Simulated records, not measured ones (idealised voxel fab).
process module | voxel double patterning
cross-section cut | 245 nm wide | cells 5 nm
A cross-section is a grid of square cells, given in bands from the top down. A band is one or more rows of cells.
Each band's line starts with the height of the band's top and of its bottom, in nm. Then come its materials from left to right, each with its width in nm. One material with "throughout" fills the band from edge to edge. "air" is empty space.
Height 0 is the level under which the wafer as received is all one material. The lowest band goes on downwards, as in "0 down".
A width such as "30 to 40" changes by the same amount from each row of cells to the next, from the band's top row to its bottom row.
"no change" after a step means that no cell of the cross-section changed.
closed voids: empty space of 8 cells or more with no open way to the top, each as width x height at its distance from the left edge, in nm
after a step's settings: what the simulator itself notes on the step
overlay nm, on a step with a mask: how far to the right of its planned place the mask lay; to the left if negative
plan
1 op RECEIVE | material Si
2 op CONFORMAL_DEP | material SiO2 | thk nm 5
3 op DIRECTIONAL_DEP | material polySi | thk nm 15
4 op DIRECTIONAL_DEP | material SiN | thk nm 5
5 op DIRECTIONAL_DEP | material aC | thk nm 10
6 op PATTERN | tone open | mask id FIRST | material resist | width nm 15 | pitch nm 50 | thk nm 30 | overlay nm 0
7 op DIRECTIONAL_ETCH | etch materials aC | depth nm 10
8 op STRIP | etch materials resist
9 op DIRECTIONAL_ETCH | etch materials SiN | depth nm 5
10 op STRIP | etch materials aC
11 op PATTERN | tone open | mask id SECOND | material resist | width nm 15 | thk nm 20 | overlay nm 0
12 op DIRECTIONAL_ETCH | etch materials SiN | depth nm 5
13 op STRIP | etch materials resist
14 op DIRECTIONAL_ETCH | etch materials polySi | depth nm 15
15 op STRIP | etch materials SiN
as received, after step 1
  0 down: Si throughout
  closed voids: none
a wafer at the end: this start, this plan, one mistake
  20 to 5: polySi 90 | air 15 | polySi 10 | air 20 | polySi 5 | air 15 | polySi 90
  5 to 0: SiO2 throughout
  0 down: Si throughout
  closed voids: none
what went wrong: step 11 ran as: op PATTERN | tone open | mask id SECOND | material resist | width nm 20 | thk nm 20 | overlay nm 0
